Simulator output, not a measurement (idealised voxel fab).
Title: Process Module voxel self aligned vias
This is section cut - it's 220 nm across, gridded in 5 nm square cells.
We lay out every cross-section as a grid of square cells and spell it out in bands from the top down, where one band means one or more rows of cells.
What a band's entry tells you: where the top is and where the bottom is, as heights in nm, and after that what lies inside, material by material from left to right, each with its width in nm. Empty space is written as the word "blank", and a single material marked with the word "everywhere" occupies the band from edge to edge.
Heights are expressed relative to 0, this being the level below which the as-received wafer comprises one material exclusively. The lowest band is unbounded in the downward direction and is denoted as in "0 nm and below".
The notation "30..40" denotes a width that varies across the rows of cells in the band, beginning at the first number in the top row, finishing at the second number in the bottom row, and changing by an identical amount from each row to the next.
For the purposes of this document, the phrase "remains unaltered" attached to a step denotes that no cell within the cross-section was modified by that step.
"Closed voids list" lists enclosed empty spaces (at least 8 cells, no open path upward to the top), each as width x height at distance from the left edge, in nm.
Note: text after step settings on the step line = simulator remark on that step.
For masked steps, "overlay nm" on the step line gives how far right of plan the mask actually lay; a minus sign means it lay to the left.

**So here's the lineup of process steps we planned**
1 RECEIVE (material Si)
2 CONFORMAL_DEP (material SiO2; thk nm 10)
3 CONFORMAL_DEP (material SiCN; thk nm 5)
4 DIRECTIONAL_DEP (material SiO2; thk nm 20)
5 MASKED_ETCH (tone open; mask id LINES; width nm 25; pitch nm 65; etch materials SiO2; depth nm 20; overlay nm 0)
6 CONFORMAL_DEP (material TiN; thk nm 5)
7 FILL_DEP (material W; thk nm 10)
8 CMP (height nm 35)
9 SELECTIVE_ETCH (etch materials W Ru TiN; depth nm 5)
10 FILL_DEP (material SiN; thk nm 5)
11 CMP (height nm 35)
12 DIRECTIONAL_DEP (material SiO2; thk nm 15)
13 MASKED_ETCH (tone open; mask id VIAS; width nm 35; etch materials SiO2; depth nm 15; overlay nm 0)
14 MASKED_ETCH (tone open; mask id VIAS; width nm 35; etch materials SiN; depth nm 5; overlay nm 0)
15 CONFORMAL_DEP (material TiN; thk nm 5)
16 FILL_DEP (material Cu; thk nm 5)
17 CMP (height nm 50)
18 CONFORMAL_DEP (material SiCN; thk nm 5)

**Here's what the wafer looked like in cross-section when it arrived - that's after step 1**
  0 nm and below = Si everywhere
  Closed voids list: none

**Here's the cross-section of the first of our two wafers at the end of the module - it ran as planned**
  55 nm to 50 nm = SiCN everywhere
  50 nm to 40 nm = SiO2 (60), then TiN (5), then Cu (25), then TiN (5), then SiO2 (125)
  40 nm to 35 nm = SiO2 (60), then TiN (10), then Cu (15), then TiN (10), then SiO2 (125)
  35 nm to 30 nm = SiO2 (65), then TiN (25), then SiO2 (40), then SiN (25), then SiO2 (65)
  30 nm to 20 nm = SiO2 (65), then TiN (5), then W (15), then TiN (5), then SiO2 (40), then TiN (5), then W (15), then TiN (5), then SiO2 (65)
  20 nm to 15 nm = SiO2 (65), then TiN (25), then SiO2 (40), then TiN (25), then SiO2 (65)
  15 nm to 10 nm = SiCN everywhere
  10 nm to 0 nm = SiO2 everywhere
  0 nm and below = Si everywhere
  Closed voids list: none

**Wafer two, sectioned after the module: the first wafer's start, the first wafer's plan, and one mistake in how it was run**
  55 nm to 50 nm = SiCN everywhere
  50 nm to 40 nm = SiO2 (60), then TiN (5), then Cu (30), then TiN (5), then SiO2 (120)
  40 nm to 35 nm = SiO2 (60), then TiN (10), then Cu (15), then TiN (15), then SiO2 (120)
  35 nm to 30 nm = SiO2 (65), then TiN (25), then SiO2 (40), then SiN (25), then SiO2 (65)
  30 nm to 20 nm = SiO2 (65), then TiN (5), then W (15), then TiN (5), then SiO2 (40), then TiN (5), then W (15), then TiN (5), then SiO2 (65)
  20 nm to 15 nm = SiO2 (65), then TiN (25), then SiO2 (40), then TiN (25), then SiO2 (65)
  15 nm to 10 nm = SiCN everywhere
  10 nm to 0 nm = SiO2 everywhere
  0 nm and below = Si everywhere
  Closed voids list: none
What was done differently from what was planned? off-plan run, step 13, actual operation and settings MASKED_ETCH (tone open; mask id VIAS; width nm 40; etch materials SiO2; depth nm 15; overlay nm 0)
It is noted that, at the conclusion of processing, the second wafer exhibits a higher or lower cell count for certain materials relative to the first: 2 more of Cu; 3 fewer of SiO2; 1 more of TiN
